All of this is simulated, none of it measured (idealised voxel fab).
Name of the process module below: voxel double patterning
Pictured: cross-section cut, 190 nm wide, on a grid of 5 nm square cells.
When this document writes out a cross-section, it uses a grid of square cells and lists it as bands, beginning at the top and moving down, with a band standing for one or more rows of cells.
Per band: top height and bottom height in nm, followed by the left-to-right materials and their widths in nm; "everywhere" marks a single material spanning edge to edge, "air" marks empty space.
Heads up on the height convention: 0 is the point under which the incoming wafer is all one material, and the lowest band has no bottom, it just keeps going down, like "z 0 and below".
The width entry "30 to 40" should be interpreted row by row: the top row of cells in the band takes the first number, the bottom row takes the second number, and the change between adjacent rows is uniform throughout.
Take "same as before" at face value: in the step it is given for, the cross-section changed in none of its cells.
Empty spaces without an open route to the top, at least 8 cells in extent, make up the entry "Fully enclosed voids"; each is given as width x height at distance, where the distance is measured from the left edge, and all are in nm.
That trailing text on a step's line, after the settings, is the simulator's own remark on the step.
What "overlay nm" on a step's line means: if the step has a mask, that mask lay this far to the right of its planned place, or, when the value is negative, to the left.

The planned process steps are enumerated hereunder
| 1 | RECEIVE, material Si |
| 2 | CONFORMAL_DEP, material SiO2, thk nm 5 |
| 3 | DIRECTIONAL_DEP, material TiN, thk nm 10 |
| 4 | DIRECTIONAL_DEP, material SiN, thk nm 5 |
| 5 | PATTERN, tone open, mask id FIRST, material resist, width nm 15, pitch nm 50, thk nm 20, overlay nm 0 |
| 6 | DIRECTIONAL_ETCH, etch materials SiN, depth nm 5 |
| 7 | STRIP, etch materials resist |
| 8 | DIRECTIONAL_DEP, material aC, thk nm 10 |
| 9 | PATTERN, tone open, mask id SECOND, material resist, width nm 15, thk nm 25, overlay nm 0 |
| 10 | DIRECTIONAL_ETCH, etch materials aC, depth nm 10 |
| 11 | STRIP, etch materials resist |
| 12 | DIRECTIONAL_ETCH, etch materials SiN, depth nm 5 |
| 13 | STRIP, etch materials aC |
| 14 | DIRECTIONAL_ETCH, etch materials TiN, depth nm 10 |
| 15 | STRIP, etch materials SiN |

Cross-section of the wafer as it came to us, i.e., already through step 1
	z 0 and below | Si everywhere
	Fully enclosed voids: none

Cross-section taken at module completion on the first of two wafers; processed per the plan
	z 15 to 5 | TiN 60 nm  air 15 nm  TiN 10 nm  air 15 nm  TiN 10 nm  air 15 nm  TiN 65 nm
	z 5 to 0 | SiO2 everywhere
	z 0 and below | Si everywhere
	Fully enclosed voids: none

This is the second of the two wafers, cross-sectioned at the end of the module; it started exactly like the first and was given the same plan, but it was run with one mistake
	z 20 to 10 | TiN 60 nm  air 15 nm  TiN 10 nm  air 15 nm  TiN 10 nm  air 15 nm  TiN 65 nm
	z 10 to 5 | TiN everywhere
	z 5 to 0 | SiO2 everywhere
	z 0 and below | Si everywhere
	Fully enclosed voids: none
Processing error: not per plan at step 3, really ran DIRECTIONAL_DEP, material TiN, thk nm 15
Final wafer comparison in cells, second versus first, more or fewer per material: 38 more of TiN
